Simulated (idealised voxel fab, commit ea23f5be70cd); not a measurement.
process module | voxel air gaps
cross-section cut | 235 nm wide | cells 5 nm
A cross-section is a grid of square cells, given in bands from the top down. A band is one or more rows of cells.
Each band's line starts with the height of the band's top and of its bottom, in nm. Then come its materials from left to right, each with its width in nm. One material with "throughout" fills the band from edge to edge. "air" is empty space.
Height 0 is the level under which the wafer as received is all one material. The lowest band goes on downwards, as in "0 down".
A width such as "30 to 40" changes by the same amount from each row of cells to the next, from the band's top row to its bottom row.
"no change" after a step means that no cell of the cross-section changed.
closed voids: empty space of 8 cells or more with no open way to the top, each as width x height at its distance from the left edge, in nm
after a step's settings: what the simulator itself notes on the step
overlay nm, on a step with a mask: how far to the right of its planned place the mask lay; to the left if negative
Each pair below shows a cross-section before one step and the cross-section after it, down to the lowest band that changed. The line under each pair gives the step between them, with its settings. The pairs can come from different runs of this module on the same starting wafer, so a pair continues from the pair above only where its "before" says so.
before
  0 down: Si throughout
  closed voids: none
after
  15 to 0: SiO2 throughout
  below 0: unchanged
  closed voids: none
the step between: op CONFORMAL_DEP | material SiO2 | thk nm 15
before: the cross-section after the pair above
after
  20 to 15: SiCN throughout
  below 15: unchanged
  closed voids: none
the step between: op CONFORMAL_DEP | material SiCN | thk nm 5
before: the cross-section after the pair above
after
  55 to 20: SiO2 throughout
  below 20: unchanged
  closed voids: none
the step between: op DIRECTIONAL_DEP | material SiO2 | thk nm 35
before: the cross-section after the pair above
after
  65 to 55: aC throughout
  below 55: unchanged
  closed voids: none
the step between: op DIRECTIONAL_DEP | material aC | thk nm 10
before: the cross-section after the pair above
after
  90 to 65: resist 55 | air 25 | resist 25 | air 25 | resist 25 | air 25 | resist 55
  below 65: unchanged
  closed voids: none
the step between: op PATTERN | tone open | mask id LINES | material resist | width nm 25 | pitch nm 50 | thk nm 25 | overlay nm 0
before: the cross-section after the pair above
after
  80 to 65: resist 55 | air 25 | resist 25 | air 25 | resist 25 | air 25 | resist 55
  65 to 55: aC 55 | air 25 | aC 25 | air 25 | aC 25 | air 25 | aC 55
  below 55: unchanged
  closed voids: none
the step between: op DIRECTIONAL_ETCH | etch materials aC | depth nm 10
before: the cross-section after the pair above
after
  65 to 55: aC 55 | air 25 | aC 25 | air 25 | aC 25 | air 25 | aC 55
  below 55: unchanged
  closed voids: none
the step between: op STRIP | etch materials resist
before: the cross-section after the pair above
after
  65 to 55: aC 55 | air 25 | aC 25 | air 25 | aC 25 | air 25 | aC 55
  55 to 20: SiO2 55 | air 25 | SiO2 25 | air 25 | SiO2 25 | air 25 | SiO2 55
  below 20: unchanged
  closed voids: none
the step between: op DIRECTIONAL_ETCH | etch materials SiO2 | depth nm 35
before: the cross-section after the pair above
after
  55 to 20: SiO2 55 | air 25 | SiO2 25 | air 25 | SiO2 25 | air 25 | SiO2 55
  below 20: unchanged
  closed voids: none
the step between: op STRIP | etch materials aC
before: the cross-section after the pair above
after
  60 to 55: TiN 60 | air 15 | TiN 35 | air 15 | TiN 35 | air 15 | TiN 60
  55 to 25: SiO2 55 | TiN 5 | air 15 | TiN 5 | SiO2 25 | TiN 5 | air 15 | TiN 5 | SiO2 25 | TiN 5 | air 15 | TiN 5 | SiO2 55
  25 to 20: SiO2 55 | TiN 25 | SiO2 25 | TiN 25 | SiO2 25 | TiN 25 | SiO2 55
  below 20: unchanged
  closed voids: none
the step between: op CONFORMAL_DEP | material TiN | thk nm 5
before: the cross-section after the pair above
after
  70 to 60: Cu throughout
  60 to 55: TiN 60 | Cu 15 | TiN 35 | Cu 15 | TiN 35 | Cu 15 | TiN 60
  55 to 25: SiO2 55 | TiN 5 | Cu 15 | TiN 5 | SiO2 25 | TiN 5 | Cu 15 | TiN 5 | SiO2 25 | TiN 5 | Cu 15 | TiN 5 | SiO2 55
  below 25: unchanged
  closed voids: none
the step between: op FILL_DEP | material Cu | thk nm 10
before: the cross-section after the pair above
after
  55 to 25: SiO2 55 | TiN 5 | Cu 15 | TiN 5 | SiO2 25 | TiN 5 | Cu 15 | TiN 5 | SiO2 25 | TiN 5 | Cu 15 | TiN 5 | SiO2 55
  below 25: unchanged
  closed voids: none
the step between: op CMP | height nm 55
before: the cross-section after the pair above
after
  65 to 55: air 45 | Ru 45 | air 5 | Ru 45 | air 5 | Ru 45 | air 45
  below 55: unchanged
  closed voids: none
the step between: op EPI | material Ru | thk nm 10
before: the cross-section after the pair above
after
  65 to 55: air 45 | Ru 45 | air 5 | Ru 45 | air 5 | Ru 45 | air 45
  55 to 25: air 55 | TiN 5 | Cu 15 | TiN 5 | air 25 | TiN 5 | Cu 15 | TiN 5 | air 25 | TiN 5 | Cu 15 | TiN 5 | air 55
  25 to 20: air 55 | TiN 25 | air 25 | TiN 25 | air 25 | TiN 25 | air 55
  below 20: unchanged
  closed voids: none
the step between: op SELECTIVE_ETCH | etch materials SiO2 | depth nm 45
before: the cross-section after the pair above
after
  70 to 65: air 40 | SiCN 155 | air 40
  65 to 55: air 40 | SiCN 5 | Ru 45 | SiCN 5 | Ru 45 | SiCN 5 | Ru 45 | SiCN 5 | air 40
  55 to 50: air 40 | SiCN 15 | TiN 5 | Cu 15 | TiN 5 | SiCN 25 | TiN 5 | Cu 15 | TiN 5 | SiCN 25 | TiN 5 | Cu 15 | TiN 5 | SiCN 15 | air 40
  50 to 25: air 50 | SiCN 5 | TiN 5 | Cu 15 | TiN 5 | SiCN 5 | air 15 | SiCN 5 | TiN 5 | Cu 15 | TiN 5 | SiCN 5 | air 15 | SiCN 5 | TiN 5 | Cu 15 | TiN 5 | SiCN 5 | air 50
  25 to 20: SiCN 55 | TiN 25 | SiCN 25 | TiN 25 | SiCN 25 | TiN 25 | SiCN 55
  below 20: unchanged
  closed voids: 15 x 25 at 85; 15 x 25 at 135
the step between: op CONFORMAL_DEP | material SiCN | thk nm 5
before
  15 to 0: SiO2 throughout
  0 down: Si throughout
  closed voids: none
after
  50 to 0: SiO2 throughout
  below 0: unchanged
  closed voids: none
the step between: op DIRECTIONAL_DEP | material SiO2 | thk nm 35
before: the cross-section after the pair above
after
  60 to 50: aC throughout
  below 50: unchanged
  closed voids: none
the step between: op DIRECTIONAL_DEP | material aC | thk nm 10
before: the cross-section after the pair above
after
  85 to 60: resist 55 | air 25 | resist 25 | air 25 | resist 25 | air 25 | resist 55
  below 60: unchanged
  closed voids: none
the step between: op PATTERN | tone open | mask id LINES | material resist | width nm 25 | pitch nm 50 | thk nm 25 | overlay nm 0
before: the cross-section after the pair above
after
  75 to 60: resist 55 | air 25 | resist 25 | air 25 | resist 25 | air 25 | resist 55
  60 to 50: aC 55 | air 25 | aC 25 | air 25 | aC 25 | air 25 | aC 55
  below 50: unchanged
  closed voids: none
the step between: op DIRECTIONAL_ETCH | etch materials aC | depth nm 10
before: the cross-section after the pair above
after
  60 to 50: aC 55 | air 25 | aC 25 | air 25 | aC 25 | air 25 | aC 55
  below 50: unchanged
  closed voids: none
the step between: op STRIP | etch materials resist
before: the cross-section after the pair above
after
  60 to 50: aC 55 | air 25 | aC 25 | air 25 | aC 25 | air 25 | aC 55
  50 to 15: SiO2 55 | air 25 | SiO2 25 | air 25 | SiO2 25 | air 25 | SiO2 55
  below 15: unchanged
  closed voids: none
the step between: op DIRECTIONAL_ETCH | etch materials SiO2 | depth nm 35
before: the cross-section after the pair above
after
  50 to 15: SiO2 55 | air 25 | SiO2 25 | air 25 | SiO2 25 | air 25 | SiO2 55
  below 15: unchanged
  closed voids: none
the step between: op STRIP | etch materials aC
before: the cross-section after the pair above
after
  55 to 50: TiN 60 | air 15 | TiN 35 | air 15 | TiN 35 | air 15 | TiN 60
  50 to 20: SiO2 55 | TiN 5 | air 15 | TiN 5 | SiO2 25 | TiN 5 | air 15 | TiN 5 | SiO2 25 | TiN 5 | air 15 | TiN 5 | SiO2 55
  20 to 15: SiO2 55 | TiN 25 | SiO2 25 | TiN 25 | SiO2 25 | TiN 25 | SiO2 55
  below 15: unchanged
  closed voids: none
the step between: op CONFORMAL_DEP | material TiN | thk nm 5
before: the cross-section after the pair above
after
  65 to 55: Cu throughout
  55 to 50: TiN 60 | Cu 15 | TiN 35 | Cu 15 | TiN 35 | Cu 15 | TiN 60
  50 to 20: SiO2 55 | TiN 5 | Cu 15 | TiN 5 | SiO2 25 | TiN 5 | Cu 15 | TiN 5 | SiO2 25 | TiN 5 | Cu 15 | TiN 5 | SiO2 55
  below 20: unchanged
  closed voids: none
the step between: op FILL_DEP | material Cu | thk nm 10
before: the cross-section after the pair above
after
  55 to 50: TiN 60 | Cu 15 | TiN 35 | Cu 15 | TiN 35 | Cu 15 | TiN 60
  below 50: unchanged
  closed voids: none
the step between: op CMP | height nm 55
before: the cross-section after the pair above
after
  65 to 55: Ru throughout
  below 55: unchanged
  closed voids: none
the step between: op EPI | material Ru | thk nm 10
before: the cross-section after the pair above
after
  70 to 65: SiCN throughout
  below 65: unchanged
  closed voids: none
the step between: op CONFORMAL_DEP | material SiCN | thk nm 5
before
  65 to 55: air 45 | Ru 45 | air 5 | Ru 45 | air 5 | Ru 45 | air 45
  55 to 25: SiO2 55 | TiN 5 | Cu 15 | TiN 5 | SiO2 25 | TiN 5 | Cu 15 | TiN 5 | SiO2 25 | TiN 5 | Cu 15 | TiN 5 | SiO2 55
  25 to 20: SiO2 55 | TiN 25 | SiO2 25 | TiN 25 | SiO2 25 | TiN 25 | SiO2 55
  20 to 15: SiCN throughout
  15 to 0: SiO2 throughout
  0 down: Si throughout
  closed voids: none
after
  75 to 55: air 35 | Ru 165 | air 35
  below 55: unchanged
  closed voids: none
the step between: op EPI | material Ru | thk nm 10
before: the cross-section after the pair above
after
  75 to 55: air 35 | Ru 165 | air 35
  55 to 25: air 55 | TiN 5 | Cu 15 | TiN 5 | SiO2 25 | TiN 5 | Cu 15 | TiN 5 | SiO2 25 | TiN 5 | Cu 15 | TiN 5 | air 55
  25 to 20: air 55 | TiN 25 | SiO2 25 | TiN 25 | SiO2 25 | TiN 25 | air 55
  below 20: unchanged
  closed voids: none
the step between: op SELECTIVE_ETCH | etch materials SiO2 | depth nm 45
before: the cross-section after the pair above
after
  80 to 75: air 30 | SiCN 175 | air 30
  75 to 55: air 30 | SiCN 5 | Ru 165 | SiCN 5 | air 30
  55 to 50: air 30 | SiCN 25 | TiN 5 | Cu 15 | TiN 5 | SiO2 25 | TiN 5 | Cu 15 | TiN 5 | SiO2 25 | TiN 5 | Cu 15 | TiN 5 | SiCN 25 | air 30
  50 to 25: air 50 | SiCN 5 | TiN 5 | Cu 15 | TiN 5 | SiO2 25 | TiN 5 | Cu 15 | TiN 5 | SiO2 25 | TiN 5 | Cu 15 | TiN 5 | SiCN 5 | air 50
  25 to 20: SiCN 55 | TiN 25 | SiO2 25 | TiN 25 | SiO2 25 | TiN 25 | SiCN 55
  below 20: unchanged
  closed voids: none
the step between: op CONFORMAL_DEP | material SiCN | thk nm 5
before
  55 to 25: SiO2 55 | TiN 5 | Cu 15 | TiN 5 | SiO2 25 | TiN 5 | Cu 15 | TiN 5 | SiO2 25 | TiN 5 | Cu 15 | TiN 5 | SiO2 55
  25 to 20: SiO2 55 | TiN 25 | SiO2 25 | TiN 25 | SiO2 25 | TiN 25 | SiO2 55
  20 to 15: SiCN throughout
  15 to 0: SiO2 throughout
  0 down: Si throughout
  closed voids: none
after
  55 to 25: air 55 | TiN 5 | Cu 15 | TiN 5 | air 25 | TiN 5 | Cu 15 | TiN 5 | air 25 | TiN 5 | Cu 15 | TiN 5 | air 55
  25 to 20: air 55 | TiN 25 | air 25 | TiN 25 | air 25 | TiN 25 | air 55
  below 20: unchanged
  closed voids: none
the step between: op SELECTIVE_ETCH | etch materials SiO2 | depth nm 45
before: the cross-section after the pair above
after
  65 to 55: air 45 | Ru 45 | air 5 | Ru 45 | air 5 | Ru 45 | air 45
  55 to 25: air 45 | Ru 10 | TiN 5 | Cu 15 | TiN 5 | Ru 10 | air 5 | Ru 10 | TiN 5 | Cu 15 | TiN 5 | Ru 10 | air 5 | Ru 10 | TiN 5 | Cu 15 | TiN 5 | Ru 10 | air 45
  25 to 20: air 45 | Ru 10 | TiN 25 | Ru 10 | air 5 | Ru 10 | TiN 25 | Ru 10 | air 5 | Ru 10 | TiN 25 | Ru 10 | air 45
  below 20: unchanged
  closed voids: none
the step between: op EPI | material Ru | thk nm 10
before: the cross-section after the pair above
after
  70 to 65: air 40 | SiCN 155 | air 40
  65 to 55: air 40 | SiCN 5 | Ru 45 | SiCN 5 | Ru 45 | SiCN 5 | Ru 45 | SiCN 5 | air 40
  55 to 25: air 40 | SiCN 5 | Ru 10 | TiN 5 | Cu 15 | TiN 5 | Ru 10 | SiCN 5 | Ru 10 | TiN 5 | Cu 15 | TiN 5 | Ru 10 | SiCN 5 | Ru 10 | TiN 5 | Cu 15 | TiN 5 | Ru 10 | SiCN 5 | air 40
  25 to 20: SiCN 45 | Ru 10 | TiN 25 | Ru 10 | SiCN 5 | Ru 10 | TiN 25 | Ru 10 | SiCN 5 | Ru 10 | TiN 25 | Ru 10 | SiCN 45
  below 20: unchanged
  closed voids: none
the step between: op CONFORMAL_DEP | material SiCN | thk nm 5
before
  70 to 60: Cu throughout
  60 to 55: TiN 60 | Cu 15 | TiN 35 | Cu 15 | TiN 35 | Cu 15 | TiN 60
  55 to 25: SiO2 55 | TiN 5 | Cu 15 | TiN 5 | SiO2 25 | TiN 5 | Cu 15 | TiN 5 | SiO2 25 | TiN 5 | Cu 15 | TiN 5 | SiO2 55
  25 to 20: SiO2 55 | TiN 25 | SiO2 25 | TiN 25 | SiO2 25 | TiN 25 | SiO2 55
  20 to 15: SiCN throughout
  15 to 0: SiO2 throughout
  0 down: Si throughout
  closed voids: none
after
  45 to 25: SiO2 55 | TiN 5 | Cu 15 | TiN 5 | SiO2 25 | TiN 5 | Cu 15 | TiN 5 | SiO2 25 | TiN 5 | Cu 15 | TiN 5 | SiO2 55
  below 25: unchanged
  closed voids: none
the step between: op CMP | height nm 45
before: the cross-section after the pair above
after
  55 to 45: air 45 | Ru 45 | air 5 | Ru 45 | air 5 | Ru 45 | air 45
  below 45: unchanged
  closed voids: none
the step between: op EPI | material Ru | thk nm 10
before: the cross-section after the pair above
after
  55 to 45: air 45 | Ru 45 | air 5 | Ru 45 | air 5 | Ru 45 | air 45
  45 to 25: air 55 | TiN 5 | Cu 15 | TiN 5 | air 25 | TiN 5 | Cu 15 | TiN 5 | air 25 | TiN 5 | Cu 15 | TiN 5 | air 55
  25 to 20: air 55 | TiN 25 | air 25 | TiN 25 | air 25 | TiN 25 | air 55
  below 20: unchanged
  closed voids: none
the step between: op SELECTIVE_ETCH | etch materials SiO2 | depth nm 45
before: the cross-section after the pair above
after
  60 to 55: air 40 | SiCN 155 | air 40
  55 to 45: air 40 | SiCN 5 | Ru 45 | SiCN 5 | Ru 45 | SiCN 5 | Ru 45 | SiCN 5 | air 40
  45 to 40: air 40 | SiCN 15 | TiN 5 | Cu 15 | TiN 5 | SiCN 25 | TiN 5 | Cu 15 | TiN 5 | SiCN 25 | TiN 5 | Cu 15 | TiN 5 | SiCN 15 | air 40
  40 to 25: air 50 | SiCN 5 | TiN 5 | Cu 15 | TiN 5 | SiCN 5 | air 15 | SiCN 5 | TiN 5 | Cu 15 | TiN 5 | SiCN 5 | air 15 | SiCN 5 | TiN 5 | Cu 15 | TiN 5 | SiCN 5 | air 50
  25 to 20: SiCN 55 | TiN 25 | SiCN 25 | TiN 25 | SiCN 25 | TiN 25 | SiCN 55
  below 20: unchanged
  closed voids: 15 x 15 at 85; 15 x 15 at 135
the step between: op CONFORMAL_DEP | material SiCN | thk nm 5
before
  65 to 55: aC throughout
  55 to 20: SiO2 throughout
  20 to 15: SiCN throughout
  15 to 0: SiO2 throughout
  0 down: Si throughout
  closed voids: none
after
  90 to 65: resist 60 | air 15 | resist 35 | air 15 | resist 35 | air 15 | resist 60
  below 65: unchanged
  closed voids: none
the step between: op PATTERN | tone open | mask id LINES | material resist | width nm 15 | pitch nm 50 | thk nm 25 | overlay nm 0
before: the cross-section after the pair above
after
  80 to 65: resist 60 | air 15 | resist 35 | air 15 | resist 35 | air 15 | resist 60
  65 to 55: aC 60 | air 15 | aC 35 | air 15 | aC 35 | air 15 | aC 60
  below 55: unchanged
  closed voids: none
the step between: op DIRECTIONAL_ETCH | etch materials aC | depth nm 10
before: the cross-section after the pair above
after
  65 to 55: aC 60 | air 15 | aC 35 | air 15 | aC 35 | air 15 | aC 60
  below 55: unchanged
  closed voids: none
the step between: op STRIP | etch materials resist
before: the cross-section after the pair above
after
  65 to 55: aC 60 | air 15 | aC 35 | air 15 | aC 35 | air 15 | aC 60
  55 to 20: SiO2 60 | air 15 | SiO2 35 | air 15 | SiO2 35 | air 15 | SiO2 60
  below 20: unchanged
  closed voids: none
the step between: op DIRECTIONAL_ETCH | etch materials SiO2 | depth nm 35
before: the cross-section after the pair above
after
  55 to 20: SiO2 60 | air 15 | SiO2 35 | air 15 | SiO2 35 | air 15 | SiO2 60
  below 20: unchanged
  closed voids: none
the step between: op STRIP | etch materials aC
before: the cross-section after the pair above
after
  60 to 55: TiN 65 | air 5 | TiN 45 | air 5 | TiN 45 | air 5 | TiN 65
  55 to 25: SiO2 60 | TiN 5 | air 5 | TiN 5 | SiO2 35 | TiN 5 | air 5 | TiN 5 | SiO2 35 | TiN 5 | air 5 | TiN 5 | SiO2 60
  25 to 20: SiO2 60 | TiN 15 | SiO2 35 | TiN 15 | SiO2 35 | TiN 15 | SiO2 60
  below 20: unchanged
  closed voids: none
the step between: op CONFORMAL_DEP | material TiN | thk nm 5
before: the cross-section after the pair above
after
  70 to 60: Cu throughout
  60 to 55: TiN 65 | Cu 5 | TiN 45 | Cu 5 | TiN 45 | Cu 5 | TiN 65
  55 to 25: SiO2 60 | TiN 5 | Cu 5 | TiN 5 | SiO2 35 | TiN 5 | Cu 5 | TiN 5 | SiO2 35 | TiN 5 | Cu 5 | TiN 5 | SiO2 60
  below 25: unchanged
  closed voids: none
the step between: op FILL_DEP | material Cu | thk nm 10
before: the cross-section after the pair above
after
  55 to 25: SiO2 60 | TiN 5 | Cu 5 | TiN 5 | SiO2 35 | TiN 5 | Cu 5 | TiN 5 | SiO2 35 | TiN 5 | Cu 5 | TiN 5 | SiO2 60
  below 25: unchanged
  closed voids: none
the step between: op CMP | height nm 55
before: the cross-section after the pair above
after
  65 to 55: air 50 | Ru 35 | air 15 | Ru 35 | air 15 | Ru 35 | air 50
  below 55: unchanged
  closed voids: none
the step between: op EPI | material Ru | thk nm 10
before: the cross-section after the pair above
after
  65 to 55: air 50 | Ru 35 | air 15 | Ru 35 | air 15 | Ru 35 | air 50
  55 to 25: air 60 | TiN 5 | Cu 5 | TiN 5 | air 35 | TiN 5 | Cu 5 | TiN 5 | air 35 | TiN 5 | Cu 5 | TiN 5 | air 60
  25 to 20: air 60 | TiN 15 | air 35 | TiN 15 | air 35 | TiN 15 | air 60
  below 20: unchanged
  closed voids: none
the step between: op SELECTIVE_ETCH | etch materials SiO2 | depth nm 45
before: the cross-section after the pair above
after
  70 to 65: air 45 | SiCN 45 | air 5 | SiCN 45 | air 5 | SiCN 45 | air 45
  65 to 55: air 45 | SiCN 5 | Ru 35 | SiCN 5 | air 5 | SiCN 5 | Ru 35 | SiCN 5 | air 5 | SiCN 5 | Ru 35 | SiCN 5 | air 45
  55 to 50: air 45 | SiCN 15 | TiN 5 | Cu 5 | TiN 5 | SiCN 15 | air 5 | SiCN 15 | TiN 5 | Cu 5 | TiN 5 | SiCN 15 | air 5 | SiCN 15 | TiN 5 | Cu 5 | TiN 5 | SiCN 15 | air 45
  50 to 25: air 55 | SiCN 5 | TiN 5 | Cu 5 | TiN 5 | SiCN 5 | air 25 | SiCN 5 | TiN 5 | Cu 5 | TiN 5 | SiCN 5 | air 25 | SiCN 5 | TiN 5 | Cu 5 | TiN 5 | SiCN 5 | air 55
  25 to 20: SiCN 60 | TiN 15 | SiCN 35 | TiN 15 | SiCN 35 | TiN 15 | SiCN 60
  below 20: unchanged
  closed voids: none
the step between: op CONFORMAL_DEP | material SiCN | thk nm 5
before
  65 to 55: aC throughout
  55 to 20: SiO2 throughout
  20 to 15: SiCN throughout
  15 to 0: SiO2 throughout
  0 down: Si throughout
  closed voids: none
after
  90 to 65: resist 65 | air 25 | resist 25 | air 25 | resist 25 | air 25 | resist 45
  below 65: unchanged
  closed voids: none
the step between: op PATTERN | tone open | mask id LINES | material resist | width nm 25 | pitch nm 50 | thk nm 25 | overlay nm 10
before: the cross-section after the pair above
after
  80 to 65: resist 65 | air 25 | resist 25 | air 25 | resist 25 | air 25 | resist 45
  65 to 55: aC 65 | air 25 | aC 25 | air 25 | aC 25 | air 25 | aC 45
  below 55: unchanged
  closed voids: none
the step between: op DIRECTIONAL_ETCH | etch materials aC | depth nm 10
before: the cross-section after the pair above
after
  65 to 55: aC 65 | air 25 | aC 25 | air 25 | aC 25 | air 25 | aC 45
  below 55: unchanged
  closed voids: none
the step between: op STRIP | etch materials resist
before: the cross-section after the pair above
after
  65 to 55: aC 65 | air 25 | aC 25 | air 25 | aC 25 | air 25 | aC 45
  55 to 20: SiO2 65 | air 25 | SiO2 25 | air 25 | SiO2 25 | air 25 | SiO2 45
  below 20: unchanged
  closed voids: none
the step between: op DIRECTIONAL_ETCH | etch materials SiO2 | depth nm 35
before: the cross-section after the pair above
after
  55 to 20: SiO2 65 | air 25 | SiO2 25 | air 25 | SiO2 25 | air 25 | SiO2 45
  below 20: unchanged
  closed voids: none
the step between: op STRIP | etch materials aC
before: the cross-section after the pair above
after
  60 to 55: TiN 70 | air 15 | TiN 35 | air 15 | TiN 35 | air 15 | TiN 50
  55 to 25: SiO2 65 | TiN 5 | air 15 | TiN 5 | SiO2 25 | TiN 5 | air 15 | TiN 5 | SiO2 25 | TiN 5 | air 15 | TiN 5 | SiO2 45
  25 to 20: SiO2 65 | TiN 25 | SiO2 25 | TiN 25 | SiO2 25 | TiN 25 | SiO2 45
  below 20: unchanged
  closed voids: none
the step between: op CONFORMAL_DEP | material TiN | thk nm 5
before: the cross-section after the pair above
after
  70 to 60: Cu throughout
  60 to 55: TiN 70 | Cu 15 | TiN 35 | Cu 15 | TiN 35 | Cu 15 | TiN 50
  55 to 25: SiO2 65 | TiN 5 | Cu 15 | TiN 5 | SiO2 25 | TiN 5 | Cu 15 | TiN 5 | SiO2 25 | TiN 5 | Cu 15 | TiN 5 | SiO2 45
  below 25: unchanged
  closed voids: none
the step between: op FILL_DEP | material Cu | thk nm 10
before: the cross-section after the pair above
after
  55 to 25: SiO2 65 | TiN 5 | Cu 15 | TiN 5 | SiO2 25 | TiN 5 | Cu 15 | TiN 5 | SiO2 25 | TiN 5 | Cu 15 | TiN 5 | SiO2 45
  below 25: unchanged
  closed voids: none
the step between: op CMP | height nm 55
before: the cross-section after the pair above
after
  65 to 55: air 55 | Ru 45 | air 5 | Ru 45 | air 5 | Ru 45 | air 35
  below 55: unchanged
  closed voids: none
the step between: op EPI | material Ru | thk nm 10
before: the cross-section after the pair above
after
  65 to 55: air 55 | Ru 45 | air 5 | Ru 45 | air 5 | Ru 45 | air 35
  55 to 25: air 65 | TiN 5 | Cu 15 | TiN 5 | air 25 | TiN 5 | Cu 15 | TiN 5 | air 25 | TiN 5 | Cu 15 | TiN 5 | air 45
  25 to 20: air 65 | TiN 25 | air 25 | TiN 25 | air 25 | TiN 25 | air 45
  below 20: unchanged
  closed voids: none
the step between: op SELECTIVE_ETCH | etch materials SiO2 | depth nm 45
before: the cross-section after the pair above
after
  70 to 65: air 50 | SiCN 155 | air 30
  65 to 55: air 50 | SiCN 5 | Ru 45 | SiCN 5 | Ru 45 | SiCN 5 | Ru 45 | SiCN 5 | air 30
  55 to 50: air 50 | SiCN 15 | TiN 5 | Cu 15 | TiN 5 | SiCN 25 | TiN 5 | Cu 15 | TiN 5 | SiCN 25 | TiN 5 | Cu 15 | TiN 5 | SiCN 15 | air 30
  50 to 25: air 60 | SiCN 5 | TiN 5 | Cu 15 | TiN 5 | SiCN 5 | air 15 | SiCN 5 | TiN 5 | Cu 15 | TiN 5 | SiCN 5 | air 15 | SiCN 5 | TiN 5 | Cu 15 | TiN 5 | SiCN 5 | air 40
  25 to 20: SiCN 65 | TiN 25 | SiCN 25 | TiN 25 | SiCN 25 | TiN 25 | SiCN 45
  below 20: unchanged
  closed voids: 15 x 25 at 95; 15 x 25 at 145
the step between: op CONFORMAL_DEP | material SiCN | thk nm 5
before
  65 to 55: air 45 | Ru 45 | air 5 | Ru 45 | air 5 | Ru 45 | air 45
  55 to 25: air 55 | TiN 5 | Cu 15 | TiN 5 | air 25 | TiN 5 | Cu 15 | TiN 5 | air 25 | TiN 5 | Cu 15 | TiN 5 | air 55
  25 to 20: air 55 | TiN 25 | air 25 | TiN 25 | air 25 | TiN 25 | air 55
  20 to 15: SiCN throughout
  15 to 0: SiO2 throughout
  0 down: Si throughout
  closed voids: none
after
  70 to 65: air 40 | SiO2 155 | air 40
  65 to 55: air 40 | SiO2 5 | Ru 45 | SiO2 5 | Ru 45 | SiO2 5 | Ru 45 | SiO2 5 | air 40
  55 to 50: air 40 | SiO2 15 | TiN 5 | Cu 15 | TiN 5 | SiO2 25 | TiN 5 | Cu 15 | TiN 5 | SiO2 25 | TiN 5 | Cu 15 | TiN 5 | SiO2 15 | air 40
  50 to 25: air 50 | SiO2 5 | TiN 5 | Cu 15 | TiN 5 | SiO2 5 | air 15 | SiO2 5 | TiN 5 | Cu 15 | TiN 5 | SiO2 5 | air 15 | SiO2 5 | TiN 5 | Cu 15 | TiN 5 | SiO2 5 | air 50
  25 to 20: SiO2 55 | TiN 25 | SiO2 25 | TiN 25 | SiO2 25 | TiN 25 | SiO2 55
  below 20: unchanged
  closed voids: 15 x 25 at 85; 15 x 25 at 135
the step between: op CONFORMAL_DEP | material SiO2 | thk nm 5
before
  65 to 55: aC throughout
  55 to 20: SiO2 throughout
  20 to 15: SiCN throughout
  15 to 0: SiO2 throughout
  0 down: Si throughout
  closed voids: none
after
  90 to 65: air 55 | resist 25 | air 25 | resist 25 | air 25 | resist 25 | air 55
  below 65: unchanged
  closed voids: none
the step between: op PATTERN | tone cover | mask id LINES | material resist | width nm 25 | pitch nm 50 | thk nm 25 | overlay nm 0
before: the cross-section after the pair above
after
  80 to 65: air 55 | resist 25 | air 25 | resist 25 | air 25 | resist 25 | air 55
  65 to 55: air 55 | aC 25 | air 25 | aC 25 | air 25 | aC 25 | air 55
  below 55: unchanged
  closed voids: none
the step between: op DIRECTIONAL_ETCH | etch materials aC | depth nm 10
before: the cross-section after the pair above
after
  65 to 55: air 55 | aC 25 | air 25 | aC 25 | air 25 | aC 25 | air 55
  below 55: unchanged
  closed voids: none
the step between: op STRIP | etch materials resist
before: the cross-section after the pair above
after
  65 to 55: air 55 | aC 25 | air 25 | aC 25 | air 25 | aC 25 | air 55
  55 to 20: air 55 | SiO2 25 | air 25 | SiO2 25 | air 25 | SiO2 25 | air 55
  below 20: unchanged
  closed voids: none
the step between: op DIRECTIONAL_ETCH | etch materials SiO2 | depth nm 35
before: the cross-section after the pair above
after
  55 to 20: air 55 | SiO2 25 | air 25 | SiO2 25 | air 25 | SiO2 25 | air 55
  below 20: unchanged
  closed voids: none
the step between: op STRIP | etch materials aC
before: the cross-section after the pair above
after
  60 to 55: air 50 | TiN 35 | air 15 | TiN 35 | air 15 | TiN 35 | air 50
  55 to 25: air 50 | TiN 5 | SiO2 25 | TiN 5 | air 15 | TiN 5 | SiO2 25 | TiN 5 | air 15 | TiN 5 | SiO2 25 | TiN 5 | air 50
  25 to 20: TiN 55 | SiO2 25 | TiN 25 | SiO2 25 | TiN 25 | SiO2 25 | TiN 55
  below 20: unchanged
  closed voids: none
the step between: op CONFORMAL_DEP | material TiN | thk nm 5
before: the cross-section after the pair above
after
  70 to 60: Cu throughout
  60 to 55: Cu 50 | TiN 35 | Cu 15 | TiN 35 | Cu 15 | TiN 35 | Cu 50
  55 to 25: Cu 50 | TiN 5 | SiO2 25 | TiN 5 | Cu 15 | TiN 5 | SiO2 25 | TiN 5 | Cu 15 | TiN 5 | SiO2 25 | TiN 5 | Cu 50
  below 25: unchanged
  closed voids: none
the step between: op FILL_DEP | material Cu | thk nm 10
before: the cross-section after the pair above
after
  55 to 25: Cu 50 | TiN 5 | SiO2 25 | TiN 5 | Cu 15 | TiN 5 | SiO2 25 | TiN 5 | Cu 15 | TiN 5 | SiO2 25 | TiN 5 | Cu 50
  below 25: unchanged
  closed voids: none
the step between: op CMP | height nm 55
before: the cross-section after the pair above
after
  65 to 55: Ru 65 | air 5 | Ru 45 | air 5 | Ru 45 | air 5 | Ru 65
  below 55: unchanged
  closed voids: none
the step between: op EPI | material Ru | thk nm 10
before: the cross-section after the pair above
after
  65 to 55: Ru 65 | air 5 | Ru 45 | air 5 | Ru 45 | air 5 | Ru 65
  55 to 25: Cu 50 | TiN 5 | air 25 | TiN 5 | Cu 15 | TiN 5 | air 25 | TiN 5 | Cu 15 | TiN 5 | air 25 | TiN 5 | Cu 50
  25 to 20: TiN 55 | air 25 | TiN 25 | air 25 | TiN 25 | air 25 | TiN 55
  below 20: unchanged
  closed voids: none
the step between: op SELECTIVE_ETCH | etch materials SiO2 | depth nm 45
before: the cross-section after the pair above
after
  70 to 65: SiCN throughout
  65 to 55: Ru 65 | SiCN 5 | Ru 45 | SiCN 5 | Ru 45 | SiCN 5 | Ru 65
  55 to 50: Cu 50 | TiN 5 | SiCN 25 | TiN 5 | Cu 15 | TiN 5 | SiCN 25 | TiN 5 | Cu 15 | TiN 5 | SiCN 25 | TiN 5 | Cu 50
  50 to 25: Cu 50 | TiN 5 | SiCN 5 | air 15 | SiCN 5 | TiN 5 | Cu 15 | TiN 5 | SiCN 5 | air 15 | SiCN 5 | TiN 5 | Cu 15 | TiN 5 | SiCN 5 | air 15 | SiCN 5 | TiN 5 | Cu 50
  25 to 20: TiN 55 | SiCN 25 | TiN 25 | SiCN 25 | TiN 25 | SiCN 25 | TiN 55
  below 20: unchanged
  closed voids: 15 x 25 at 60; 15 x 25 at 110; 15 x 25 at 160
the step between: op CONFORMAL_DEP | material SiCN | thk nm 5
